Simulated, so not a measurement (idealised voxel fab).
process module | voxel wiring stack
Cross-section cut: width 155 nm, square cells of 5 nm.
Cross-section layout: square cells on a grid; listed as bands, top to bottom; a band spans one or more cell rows. What a band's entry tells you: where the top is and where the bottom is, as heights in nm, and after that what lies inside, material by material from left to right, each with its width in nm. Empty space is written as the word "air", and a single material marked with the word "edge to edge" occupies the band from edge to edge. Height reference: 0 = level under which incoming wafer is all one material. Lowest band: no bottom, runs on downward, e.g. "z 0 and below". Width "30..40": first value at the band's top row of cells, second value at its bottom row, equal change from row to row. Reading "no modifications" for a step: not a cell of the cross-section changed in it. What "Enclosed void inventory" gives you is every empty space of 8 cells or more that is cut off from the top. Each appears as width x height at distance, with the distance taken from the left edge and width, height and distance all in nm. Post-settings text on a step line: simulator's own remark regarding the step. overlay nm, on a step with a mask: how far to the right of its planned place the mask lay; to the left if negative.
**Here's what the planned process steps look like**
| 1 | RECEIVE (material Si) |
| 2 | CONFORMAL_DEP (material SiO2; thk nm 10) |
| 3 | DIRECTIONAL_DEP (material TiN; thk nm 5) |
| 4 | DIRECTIONAL_DEP (material Ru; thk nm 25) |
| 5 | PATTERN (tone cover; mask id METAL_1; material resist; width nm 30; pitch nm 45; thk nm 20; overlay nm 0) |
| 6 | DIRECTIONAL_ETCH (etch materials Ru; depth nm 25) |
| 7 | DIRECTIONAL_ETCH (etch materials TiN; depth nm 5) |
| 8 | STRIP (etch materials resist) |
| 9 | CONFORMAL_DEP (material SiN; thk nm 5) |
| 10 | FILL_DEP (material SiO2; thk nm 5) |
| 11 | CMP (height nm 40) |
| 12 | CONFORMAL_DEP (material SiCN; thk nm 5) |
| 13 | DIRECTIONAL_DEP (material SiO2; thk nm 30) |
| 14 | DIRECTIONAL_DEP (material aC; thk nm 10) |
| 15 | PATTERN (tone open; mask id METAL_2_HOLES; material resist; width nm 15; pitch nm 45; thk nm 25; overlay nm 0) |
| 16 | DIRECTIONAL_ETCH (etch materials aC; depth nm 10) |
| 17 | STRIP (etch materials resist) |
| 18 | DIRECTIONAL_ETCH (etch materials SiO2; depth nm 30) |
| 19 | STRIP (etch materials aC) |
| 20 | DIRECTIONAL_DEP (material aC; thk nm 15) |
| 21 | PATTERN (tone open; mask id METAL_2; material resist; width nm 30; pitch nm 45; thk nm 35; overlay nm 0) |
| 22 | DIRECTIONAL_ETCH (etch materials aC; depth nm 15) |
| 23 | STRIP (etch materials resist) |
| 24 | DIRECTIONAL_ETCH (etch materials SiO2; depth nm 15) |
| 25 | DIRECTIONAL_ETCH (etch materials SiCN; depth nm 5) |
| 26 | STRIP (etch materials aC) |
| 27 | CONFORMAL_DEP (material TiN; thk nm 5) |
| 28 | FILL_DEP (material Cu; thk nm 5) |
| 29 | CMP (height nm 75) |
| 30 | CONFORMAL_DEP (material SiCN; thk nm 5) |
| 31 | DIRECTIONAL_DEP (material lowk; thk nm 10) |
| 32 | DIRECTIONAL_DEP (material aC; thk nm 15) |
| 33 | PATTERN (tone open; mask id PLUG_2; material resist; width nm 15; pitch nm 45; thk nm 30; overlay nm 0) |
| 34 | DIRECTIONAL_ETCH (etch materials aC; depth nm 15) |
| 35 | STRIP (etch materials resist) |
| 36 | DIRECTIONAL_ETCH (etch materials lowk; depth nm 10) |
| 37 | DIRECTIONAL_ETCH (etch materials SiCN; depth nm 5) |
| 38 | STRIP (etch materials aC) |
| 39 | CONFORMAL_DEP (material TiN; thk nm 5) |
| 40 | FILL_DEP (material Cu; thk nm 5) |
| 41 | CMP (height nm 90) |
| 42 | DIRECTIONAL_DEP (material TiN; thk nm 5) |
| 43 | DIRECTIONAL_DEP (material W; thk nm 20) |
| 44 | DIRECTIONAL_DEP (material aC; thk nm 15) |
| 45 | PATTERN (tone cover; mask id METAL_3; material resist; width nm 30; pitch nm 45; thk nm 30; overlay nm 0) |
| 46 | DIRECTIONAL_ETCH (etch materials aC; depth nm 15) |
| 47 | STRIP (etch materials resist) |
| 48 | DIRECTIONAL_ETCH (etch materials W; depth nm 20) |
| 49 | DIRECTIONAL_ETCH (etch materials TiN; depth nm 5) |
| 50 | STRIP (etch materials aC) |
| 51 | CONFORMAL_DEP (material SiN; thk nm 5) |
| 52 | FILL_DEP (material lowk; thk nm 5) |
| 53 | CMP (height nm 115) |
| 54 | CONFORMAL_DEP (material SiN; thk nm 5) |
**Wafer, first of two, run as planned**
**Incoming wafer, cross-sectional view, post step 1**
    z 0 and below: Si edge to edge
    Enclosed void inventory: none
**Wafer xsec, post step 2**
    z 10 to 0: SiO2 edge to edge
    Beneath the level 0, the cross-section is identical to its previous state.
**Wafer xsec, post step 3**
    z 15 to 10: TiN edge to edge
    Beneath the level 10, the cross-section is identical to its previous state.
**Wafer xsec, post step 4**
    z 40 to 15: Ru edge to edge
    Beneath the level 15, the cross-section is identical to its previous state.
**Wafer xsec, post step 5**
    z 60 to 40: air: 15 | resist: 30 | air: 15 | resist: 30 | air: 15 | resist: 30 | air: 20
    Beneath the level 40, the cross-section is identical to its previous state.
**Wafer xsec, post step 6**
    z 60 to 40: air: 15 | resist: 30 | air: 15 | resist: 30 | air: 15 | resist: 30 | air: 20
    z 40 to 15: air: 15 | Ru: 30 | air: 15 | Ru: 30 | air: 15 | Ru: 30 | air: 20
    Beneath the level 15, the cross-section is identical to its previous state.
**Wafer xsec, post step 7**
    z 60 to 40: air: 15 | resist: 30 | air: 15 | resist: 30 | air: 15 | resist: 30 | air: 20
    z 40 to 15: air: 15 | Ru: 30 | air: 15 | Ru: 30 | air: 15 | Ru: 30 | air: 20
    z 15 to 10: air: 15 | TiN: 30 | air: 15 | TiN: 30 | air: 15 | TiN: 30 | air: 20
    Beneath the level 10, the cross-section is identical to its previous state.
**Wafer xsec, post step 8**
    z 40 to 15: air: 15 | Ru: 30 | air: 15 | Ru: 30 | air: 15 | Ru: 30 | air: 20
    Beneath the level 15, the cross-section is identical to its previous state.
**Wafer xsec, post step 9**
    z 45 to 40: air: 10 | SiN: 40 | air: 5 | SiN: 40 | air: 5 | SiN: 40 | air: 15
    z 40 to 15: air: 10 | SiN: 5 | Ru: 30 | SiN: 5 | air: 5 | SiN: 5 | Ru: 30 | SiN: 5 | air: 5 | SiN: 5 | Ru: 30 | SiN: 5 | air: 15
    z 15 to 10: SiN: 15 | TiN: 30 | SiN: 15 | TiN: 30 | SiN: 15 | TiN: 30 | SiN: 20
    Beneath the level 10, the cross-section is identical to its previous state.
**Wafer xsec, post step 10**
    z 50 to 45: SiO2 edge to edge
    z 45 to 40: SiO2: 10 | SiN: 40 | SiO2: 5 | SiN: 40 | SiO2: 5 | SiN: 40 | SiO2: 15
    z 40 to 15: SiO2: 10 | SiN: 5 | Ru: 30 | SiN: 5 | SiO2: 5 | SiN: 5 | Ru: 30 | SiN: 5 | SiO2: 5 | SiN: 5 | Ru: 30 | SiN: 5 | SiO2: 15
    Beneath the level 15, the cross-section is identical to its previous state.
**Wafer xsec, post step 11**
    z 40 to 15: SiO2: 10 | SiN: 5 | Ru: 30 | SiN: 5 | SiO2: 5 | SiN: 5 | Ru: 30 | SiN: 5 | SiO2: 5 | SiN: 5 | Ru: 30 | SiN: 5 | SiO2: 15
    Beneath the level 15, the cross-section is identical to its previous state.
**Wafer xsec, post step 12**
    z 45 to 40: SiCN edge to edge
    Beneath the level 40, the cross-section is identical to its previous state.
**Wafer xsec, post step 13**
    z 75 to 45: SiO2 edge to edge
    Beneath the level 45, the cross-section is identical to its previous state.
**Wafer xsec, post step 14**
    z 85 to 75: aC edge to edge
    Beneath the level 75, the cross-section is identical to its previous state.
**Wafer xsec, post step 15**
    z 110 to 85: resist: 15 | air: 15 | resist: 30 | air: 15 | resist: 30 | air: 15 | resist: 35
    Beneath the level 85, the cross-section is identical to its previous state.
**Wafer xsec, post step 16**
    z 100 to 85: resist: 15 | air: 15 | resist: 30 | air: 15 | resist: 30 | air: 15 | resist: 35
    z 85 to 75: aC: 15 | air: 15 | aC: 30 | air: 15 | aC: 30 | air: 15 | aC: 35
    Beneath the level 75, the cross-section is identical to its previous state.
**Wafer xsec, post step 17**
    z 85 to 75: aC: 15 | air: 15 | aC: 30 | air: 15 | aC: 30 | air: 15 | aC: 35
    Beneath the level 75, the cross-section is identical to its previous state.
**Wafer xsec, post step 18**
    z 85 to 75: aC: 15 | air: 15 | aC: 30 | air: 15 | aC: 30 | air: 15 | aC: 35
    z 75 to 45: SiO2: 15 | air: 15 | SiO2: 30 | air: 15 | SiO2: 30 | air: 15 | SiO2: 35
    Beneath the level 45, the cross-section is identical to its previous state.
**Wafer xsec, post step 19**
    z 75 to 45: SiO2: 15 | air: 15 | SiO2: 30 | air: 15 | SiO2: 30 | air: 15 | SiO2: 35
    Beneath the level 45, the cross-section is identical to its previous state.
**Wafer xsec, post step 20**
    z 90 to 75: aC: 15 | air: 15 | aC: 30 | air: 15 | aC: 30 | air: 15 | aC: 35
    z 75 to 60: SiO2: 15 | air: 15 | SiO2: 30 | air: 15 | SiO2: 30 | air: 15 | SiO2: 35
    z 60 to 45: SiO2: 15 | aC: 15 | SiO2: 30 | aC: 15 | SiO2: 30 | aC: 15 | SiO2: 35
    Beneath the level 45, the cross-section is identical to its previous state.
**Wafer xsec, post step 21**
    z 125 to 90: resist: 15 | air: 30 | resist: 15 | air: 30 | resist: 15 | air: 30 | resist: 20
    Beneath the level 90, the cross-section is identical to its previous state.
**Wafer xsec, post step 22**
    z 110 to 90: resist: 15 | air: 30 | resist: 15 | air: 30 | resist: 15 | air: 30 | resist: 20
    z 90 to 75: aC: 15 | air: 30 | aC: 15 | air: 30 | aC: 15 | air: 30 | aC: 20
    z 75 to 45: SiO2: 15 | air: 15 | SiO2: 30 | air: 15 | SiO2: 30 | air: 15 | SiO2: 35
    Beneath the level 45, the cross-section is identical to its previous state.
**Wafer xsec, post step 23**
    z 90 to 75: aC: 15 | air: 30 | aC: 15 | air: 30 | aC: 15 | air: 30 | aC: 20
    Beneath the level 75, the cross-section is identical to its previous state.
**Wafer xsec, post step 24**
    z 90 to 75: aC: 15 | air: 30 | aC: 15 | air: 30 | aC: 15 | air: 30 | aC: 20
    z 75 to 60: SiO2: 15 | air: 30 | SiO2: 15 | air: 30 | SiO2: 15 | air: 30 | SiO2: 20
    Beneath the level 60, the cross-section is identical to its previous state.
**Wafer xsec, post step 25**
    z 90 to 75: aC: 15 | air: 30 | aC: 15 | air: 30 | aC: 15 | air: 30 | aC: 20
    z 75 to 60: SiO2: 15 | air: 30 | SiO2: 15 | air: 30 | SiO2: 15 | air: 30 | SiO2: 20
    z 60 to 45: SiO2: 15 | air: 15 | SiO2: 30 | air: 15 | SiO2: 30 | air: 15 | SiO2: 35
    z 45 to 40: SiCN: 15 | air: 15 | SiCN: 30 | air: 15 | SiCN: 30 | air: 15 | SiCN: 35
    Beneath the level 40, the cross-section is identical to its previous state.
**Wafer xsec, post step 26**
    z 75 to 60: SiO2: 15 | air: 30 | SiO2: 15 | air: 30 | SiO2: 15 | air: 30 | SiO2: 20
    Beneath the level 60, the cross-section is identical to its previous state.
**Wafer xsec, post step 27**
    z 80 to 75: TiN: 20 | air: 20 | TiN: 25 | air: 20 | TiN: 25 | air: 20 | TiN: 25
    z 75 to 65: SiO2: 15 | TiN: 5 | air: 20 | TiN: 5 | SiO2: 15 | TiN: 5 | air: 20 | TiN: 5 | SiO2: 15 | TiN: 5 | air: 20 | TiN: 5 | SiO2: 20
    z 65 to 60: SiO2: 15 | TiN: 5 | air: 5 | TiN: 20 | SiO2: 15 | TiN: 5 | air: 5 | TiN: 20 | SiO2: 15 | TiN: 5 | air: 5 | TiN: 20 | SiO2: 20
    z 60 to 45: SiO2: 15 | TiN: 5 | air: 5 | TiN: 5 | SiO2: 30 | TiN: 5 | air: 5 | TiN: 5 | SiO2: 30 | TiN: 5 | air: 5 | TiN: 5 | SiO2: 35
    z 45 to 40: SiCN: 15 | TiN: 15 | SiCN: 30 | TiN: 15 | SiCN: 30 | TiN: 15 | SiCN: 35
    Beneath the level 40, the cross-section is identical to its previous state.
**Wafer xsec, post step 28**
    z 85 to 80: Cu edge to edge
    z 80 to 75: TiN: 20 | Cu: 20 | TiN: 25 | Cu: 20 | TiN: 25 | Cu: 20 | TiN: 25
    z 75 to 65: SiO2: 15 | TiN: 5 | Cu: 20 | TiN: 5 | SiO2: 15 | TiN: 5 | Cu: 20 | TiN: 5 | SiO2: 15 | TiN: 5 | Cu: 20 | TiN: 5 | SiO2: 20
    z 65 to 60: SiO2: 15 | TiN: 5 | Cu: 5 | TiN: 20 | SiO2: 15 | TiN: 5 | Cu: 5 | TiN: 20 | SiO2: 15 | TiN: 5 | Cu: 5 | TiN: 20 | SiO2: 20
    z 60 to 45: SiO2: 15 | TiN: 5 | Cu: 5 | TiN: 5 | SiO2: 30 | TiN: 5 | Cu: 5 | TiN: 5 | SiO2: 30 | TiN: 5 | Cu: 5 | TiN: 5 | SiO2: 35
    Beneath the level 45, the cross-section is identical to its previous state.
**Wafer xsec, post step 29**
    z 75 to 65: SiO2: 15 | TiN: 5 | Cu: 20 | TiN: 5 | SiO2: 15 | TiN: 5 | Cu: 20 | TiN: 5 | SiO2: 15 | TiN: 5 | Cu: 20 | TiN: 5 | SiO2: 20
    Beneath the level 65, the cross-section is identical to its previous state.
**Wafer xsec, post step 30**
    z 80 to 75: SiCN edge to edge
    Beneath the level 75, the cross-section is identical to its previous state.
**Wafer xsec, post step 31**
    z 90 to 80: lowk edge to edge
    Beneath the level 80, the cross-section is identical to its previous state.
**Wafer xsec, post step 32**
    z 105 to 90: aC edge to edge
    Beneath the level 90, the cross-section is identical to its previous state.
**Wafer xsec, post step 33**
    z 135 to 105: resist: 15 | air: 15 | resist: 30 | air: 15 | resist: 30 | air: 15 | resist: 35
    Beneath the level 105, the cross-section is identical to its previous state.
**Wafer xsec, post step 34**
    z 120 to 105: resist: 15 | air: 15 | resist: 30 | air: 15 | resist: 30 | air: 15 | resist: 35
    z 105 to 90: aC: 15 | air: 15 | aC: 30 | air: 15 | aC: 30 | air: 15 | aC: 35
    Beneath the level 90, the cross-section is identical to its previous state.
**Wafer xsec, post step 35**
    z 105 to 90: aC: 15 | air: 15 | aC: 30 | air: 15 | aC: 30 | air: 15 | aC: 35
    Beneath the level 90, the cross-section is identical to its previous state.
**Wafer xsec, post step 36**
    z 105 to 90: aC: 15 | air: 15 | aC: 30 | air: 15 | aC: 30 | air: 15 | aC: 35
    z 90 to 80: lowk: 15 | air: 15 | lowk: 30 | air: 15 | lowk: 30 | air: 15 | lowk: 35
    Beneath the level 80, the cross-section is identical to its previous state.
**Wafer xsec, post step 37**
    z 105 to 90: aC: 15 | air: 15 | aC: 30 | air: 15 | aC: 30 | air: 15 | aC: 35
    z 90 to 80: lowk: 15 | air: 15 | lowk: 30 | air: 15 | lowk: 30 | air: 15 | lowk: 35
    z 80 to 75: SiCN: 15 | air: 15 | SiCN: 30 | air: 15 | SiCN: 30 | air: 15 | SiCN: 35
    Beneath the level 75, the cross-section is identical to its previous state.
**Wafer xsec, post step 38**
    z 90 to 80: lowk: 15 | air: 15 | lowk: 30 | air: 15 | lowk: 30 | air: 15 | lowk: 35
    Beneath the level 80, the cross-section is identical to its previous state.
**Wafer xsec, post step 39**
    z 95 to 90: TiN: 20 | air: 5 | TiN: 40 | air: 5 | TiN: 40 | air: 5 | TiN: 40
    z 90 to 80: lowk: 15 | TiN: 5 | air: 5 | TiN: 5 | lowk: 30 | TiN: 5 | air: 5 | TiN: 5 | lowk: 30 | TiN: 5 | air: 5 | TiN: 5 | lowk: 35
    z 80 to 75: SiCN: 15 | TiN: 15 | SiCN: 30 | TiN: 15 | SiCN: 30 | TiN: 15 | SiCN: 35
    Beneath the level 75, the cross-section is identical to its previous state.
**Wafer xsec, post step 40**
    z 100 to 95: Cu edge to edge
    z 95 to 90: TiN: 20 | Cu: 5 | TiN: 40 | Cu: 5 | TiN: 40 | Cu: 5 | TiN: 40
    z 90 to 80: lowk: 15 | TiN: 5 | Cu: 5 | TiN: 5 | lowk: 30 | TiN: 5 | Cu: 5 | TiN: 5 | lowk: 30 | TiN: 5 | Cu: 5 | TiN: 5 | lowk: 35
    Beneath the level 80, the cross-section is identical to its previous state.
**Wafer xsec, post step 41**
    z 90 to 80: lowk: 15 | TiN: 5 | Cu: 5 | TiN: 5 | lowk: 30 | TiN: 5 | Cu: 5 | TiN: 5 | lowk: 30 | TiN: 5 | Cu: 5 | TiN: 5 | lowk: 35
    Beneath the level 80, the cross-section is identical to its previous state.
**Wafer xsec, post step 42**
    z 95 to 90: TiN edge to edge
    Beneath the level 90, the cross-section is identical to its previous state.
**Wafer xsec, post step 43**
    z 115 to 95: W edge to edge
    Beneath the level 95, the cross-section is identical to its previous state.
**Wafer xsec, post step 44**
    z 130 to 115: aC edge to edge
    Beneath the level 115, the cross-section is identical to its previous state.
**Wafer xsec, post step 45**
    z 160 to 130: air: 15 | resist: 30 | air: 15 | resist: 30 | air: 15 | resist: 30 | air: 20
    Beneath the level 130, the cross-section is identical to its previous state.
**Wafer xsec, post step 46**
    z 145 to 130: air: 15 | resist: 30 | air: 15 | resist: 30 | air: 15 | resist: 30 | air: 20
    z 130 to 115: air: 15 | aC: 30 | air: 15 | aC: 30 | air: 15 | aC: 30 | air: 20
    Beneath the level 115, the cross-section is identical to its previous state.
**Wafer xsec, post step 47**
    z 130 to 115: air: 15 | aC: 30 | air: 15 | aC: 30 | air: 15 | aC: 30 | air: 20
    Beneath the level 115, the cross-section is identical to its previous state.
**Wafer xsec, post step 48**
    z 130 to 115: air: 15 | aC: 30 | air: 15 | aC: 30 | air: 15 | aC: 30 | air: 20
    z 115 to 95: air: 15 | W: 30 | air: 15 | W: 30 | air: 15 | W: 30 | air: 20
    Beneath the level 95, the cross-section is identical to its previous state.
**Wafer xsec, post step 49**
    z 130 to 115: air: 15 | aC: 30 | air: 15 | aC: 30 | air: 15 | aC: 30 | air: 20
    z 115 to 95: air: 15 | W: 30 | air: 15 | W: 30 | air: 15 | W: 30 | air: 20
    z 95 to 90: air: 15 | TiN: 30 | air: 15 | TiN: 30 | air: 15 | TiN: 30 | air: 20
    Beneath the level 90, the cross-section is identical to its previous state.
**Wafer xsec, post step 50**
    z 115 to 95: air: 15 | W: 30 | air: 15 | W: 30 | air: 15 | W: 30 | air: 20
    Beneath the level 95, the cross-section is identical to its previous state.
**Wafer xsec, post step 51**
    z 120 to 115: air: 10 | SiN: 40 | air: 5 | SiN: 40 | air: 5 | SiN: 40 | air: 15
    z 115 to 95: air: 10 | SiN: 5 | W: 30 | SiN: 5 | air: 5 | SiN: 5 | W: 30 | SiN: 5 | air: 5 | SiN: 5 | W: 30 | SiN: 5 | air: 15
    z 95 to 90: SiN: 15 | TiN: 30 | SiN: 15 | TiN: 30 | SiN: 15 | TiN: 30 | SiN: 20
    Beneath the level 90, the cross-section is identical to its previous state.
**Wafer xsec, post step 52**
    z 125 to 120: lowk edge to edge
    z 120 to 115: lowk: 10 | SiN: 40 | lowk: 5 | SiN: 40 | lowk: 5 | SiN: 40 | lowk: 15
    z 115 to 95: lowk: 10 | SiN: 5 | W: 30 | SiN: 5 | lowk: 5 | SiN: 5 | W: 30 | SiN: 5 | lowk: 5 | SiN: 5 | W: 30 | SiN: 5 | lowk: 15
    Beneath the level 95, the cross-section is identical to its previous state.
**Wafer xsec, post step 53**
    z 115 to 95: lowk: 10 | SiN: 5 | W: 30 | SiN: 5 | lowk: 5 | SiN: 5 | W: 30 | SiN: 5 | lowk: 5 | SiN: 5 | W: 30 | SiN: 5 | lowk: 15
    Beneath the level 95, the cross-section is identical to its previous state.
**Wafer xsec, post step 54**
    z 120 to 115: SiN edge to edge
    Beneath the level 115, the cross-section is identical to its previous state.
**The second wafer: identical to the first at the outset and in its planned sequence, differing only in that one mistake was made during processing; up to and including step 32, its path is the first wafer's path**
**Cross-section: second wafer, time at which step 33 was scheduled to end**
    z 135 to 105: air: 15 | resist: 15 | air: 30 | resist: 15 | air: 30 | resist: 15 | air: 35
    Beneath the level 105, the cross-section is identical to its previous state.
**Cross-section: second wafer, time at which step 34 was scheduled to end**
    z 120 to 105: air: 15 | resist: 15 | air: 30 | resist: 15 | air: 30 | resist: 15 | air: 35
    z 105 to 90: air: 15 | aC: 15 | air: 30 | aC: 15 | air: 30 | aC: 15 | air: 35
    Beneath the level 90, the cross-section is identical to its previous state.
**Cross-section: second wafer, time at which step 35 was scheduled to end**
    z 105 to 90: air: 15 | aC: 15 | air: 30 | aC: 15 | air: 30 | aC: 15 | air: 35
    Beneath the level 90, the cross-section is identical to its previous state.
**Cross-section: second wafer, time at which step 36 was scheduled to end**
    z 105 to 90: air: 15 | aC: 15 | air: 30 | aC: 15 | air: 30 | aC: 15 | air: 35
    z 90 to 80: air: 15 | lowk: 15 | air: 30 | lowk: 15 | air: 30 | lowk: 15 | air: 35
    Beneath the level 80, the cross-section is identical to its previous state.
**Cross-section: second wafer, time at which step 37 was scheduled to end**
    z 105 to 90: air: 15 | aC: 15 | air: 30 | aC: 15 | air: 30 | aC: 15 | air: 35
    z 90 to 80: air: 15 | lowk: 15 | air: 30 | lowk: 15 | air: 30 | lowk: 15 | air: 35
    z 80 to 75: air: 15 | SiCN: 15 | air: 30 | SiCN: 15 | air: 30 | SiCN: 15 | air: 35
    Beneath the level 75, the cross-section is identical to its previous state.
**Cross-section: second wafer, time at which step 38 was scheduled to end**
    z 90 to 80: air: 15 | lowk: 15 | air: 30 | lowk: 15 | air: 30 | lowk: 15 | air: 35
    Beneath the level 80, the cross-section is identical to its previous state.
**Cross-section: second wafer, time at which step 39 was scheduled to end**
    z 95 to 90: air: 10 | TiN: 25 | air: 20 | TiN: 25 | air: 20 | TiN: 25 | air: 30
    z 90 to 80: air: 10 | TiN: 5 | lowk: 15 | TiN: 5 | air: 20 | TiN: 5 | lowk: 15 | TiN: 5 | air: 20 | TiN: 5 | lowk: 15 | TiN: 5 | air: 30
    z 80 to 75: TiN: 15 | SiCN: 15 | TiN: 30 | SiCN: 15 | TiN: 30 | SiCN: 15 | TiN: 35
    Beneath the level 75, the cross-section is identical to its previous state.
**Cross-section: second wafer, time at which step 40 was scheduled to end**
    z 100 to 95: Cu edge to edge
    z 95 to 90: Cu: 10 | TiN: 25 | Cu: 20 | TiN: 25 | Cu: 20 | TiN: 25 | Cu: 30
    z 90 to 80: Cu: 10 | TiN: 5 | lowk: 15 | TiN: 5 | Cu: 20 | TiN: 5 | lowk: 15 | TiN: 5 | Cu: 20 | TiN: 5 | lowk: 15 | TiN: 5 | Cu: 30
    Beneath the level 80, the cross-section is identical to its previous state.
**Cross-section: second wafer, time at which step 41 was scheduled to end**
    z 90 to 80: Cu: 10 | TiN: 5 | lowk: 15 | TiN: 5 | Cu: 20 | TiN: 5 | lowk: 15 | TiN: 5 | Cu: 20 | TiN: 5 | lowk: 15 | TiN: 5 | Cu: 30
    Beneath the level 80, the cross-section is identical to its previous state.
**Cross-section: second wafer, time at which step 42 was scheduled to end**
    z 95 to 90: TiN edge to edge
    Beneath the level 90, the cross-section is identical to its previous state.
**Cross-section: second wafer, time at which step 43 was scheduled to end**
    z 115 to 95: W edge to edge
    Beneath the level 95, the cross-section is identical to its previous state.
**Cross-section: second wafer, time at which step 44 was scheduled to end**
    z 130 to 115: aC edge to edge
    Beneath the level 115, the cross-section is identical to its previous state.
**Cross-section: second wafer, time at which step 45 was scheduled to end**
    z 160 to 130: air: 15 | resist: 30 | air: 15 | resist: 30 | air: 15 | resist: 30 | air: 20
    Beneath the level 130, the cross-section is identical to its previous state.
**Cross-section: second wafer, time at which step 46 was scheduled to end**
    z 145 to 130: air: 15 | resist: 30 | air: 15 | resist: 30 | air: 15 | resist: 30 | air: 20
    z 130 to 115: air: 15 | aC: 30 | air: 15 | aC: 30 | air: 15 | aC: 30 | air: 20
    Beneath the level 115, the cross-section is identical to its previous state.
**Cross-section: second wafer, time at which step 47 was scheduled to end**
    z 130 to 115: air: 15 | aC: 30 | air: 15 | aC: 30 | air: 15 | aC: 30 | air: 20
    Beneath the level 115, the cross-section is identical to its previous state.
**Cross-section: second wafer, time at which step 48 was scheduled to end**
    z 130 to 115: air: 15 | aC: 30 | air: 15 | aC: 30 | air: 15 | aC: 30 | air: 20
    z 115 to 95: air: 15 | W: 30 | air: 15 | W: 30 | air: 15 | W: 30 | air: 20
    Beneath the level 95, the cross-section is identical to its previous state.
**Cross-section: second wafer, time at which step 49 was scheduled to end**
    z 130 to 115: air: 15 | aC: 30 | air: 15 | aC: 30 | air: 15 | aC: 30 | air: 20
    z 115 to 95: air: 15 | W: 30 | air: 15 | W: 30 | air: 15 | W: 30 | air: 20
    z 95 to 90: air: 15 | TiN: 30 | air: 15 | TiN: 30 | air: 15 | TiN: 30 | air: 20
    Beneath the level 90, the cross-section is identical to its previous state.
**Cross-section: second wafer, time at which step 50 was scheduled to end**
    z 115 to 95: air: 15 | W: 30 | air: 15 | W: 30 | air: 15 | W: 30 | air: 20
    Beneath the level 95, the cross-section is identical to its previous state.
**Cross-section: second wafer, time at which step 51 was scheduled to end**
    z 120 to 115: air: 10 | SiN: 40 | air: 5 | SiN: 40 | air: 5 | SiN: 40 | air: 15
    z 115 to 95: air: 10 | SiN: 5 | W: 30 | SiN: 5 | air: 5 | SiN: 5 | W: 30 | SiN: 5 | air: 5 | SiN: 5 | W: 30 | SiN: 5 | air: 15
    z 95 to 90: SiN: 15 | TiN: 30 | SiN: 15 | TiN: 30 | SiN: 15 | TiN: 30 | SiN: 20
    Beneath the level 90, the cross-section is identical to its previous state.
**Cross-section: second wafer, time at which step 52 was scheduled to end**
    z 125 to 120: lowk edge to edge
    z 120 to 115: lowk: 10 | SiN: 40 | lowk: 5 | SiN: 40 | lowk: 5 | SiN: 40 | lowk: 15
    z 115 to 95: lowk: 10 | SiN: 5 | W: 30 | SiN: 5 | lowk: 5 | SiN: 5 | W: 30 | SiN: 5 | lowk: 5 | SiN: 5 | W: 30 | SiN: 5 | lowk: 15
    Beneath the level 95, the cross-section is identical to its previous state.
**Cross-section: second wafer, time at which step 53 was scheduled to end**
    z 115 to 95: lowk: 10 | SiN: 5 | W: 30 | SiN: 5 | lowk: 5 | SiN: 5 | W: 30 | SiN: 5 | lowk: 5 | SiN: 5 | W: 30 | SiN: 5 | lowk: 15
    Beneath the level 95, the cross-section is identical to its previous state.
**Cross-section: second wafer, time at which step 54 was scheduled to end**
    z 120 to 115: SiN edge to edge
    Beneath the level 115, the cross-section is identical to its previous state.
Deviation noted in wafer processing: step 33 did not happen as planned, as run it was PATTERN (tone cover; mask id PLUG_2; material resist; width nm 15; pitch nm 45; thk nm 30; overlay nm 0)
Upon completion, the second wafer contains, in terms of cells, a greater or smaller amount of certain materials than the first wafer: Cu +26 | SiCN -13 | TiN +13 | lowk -26
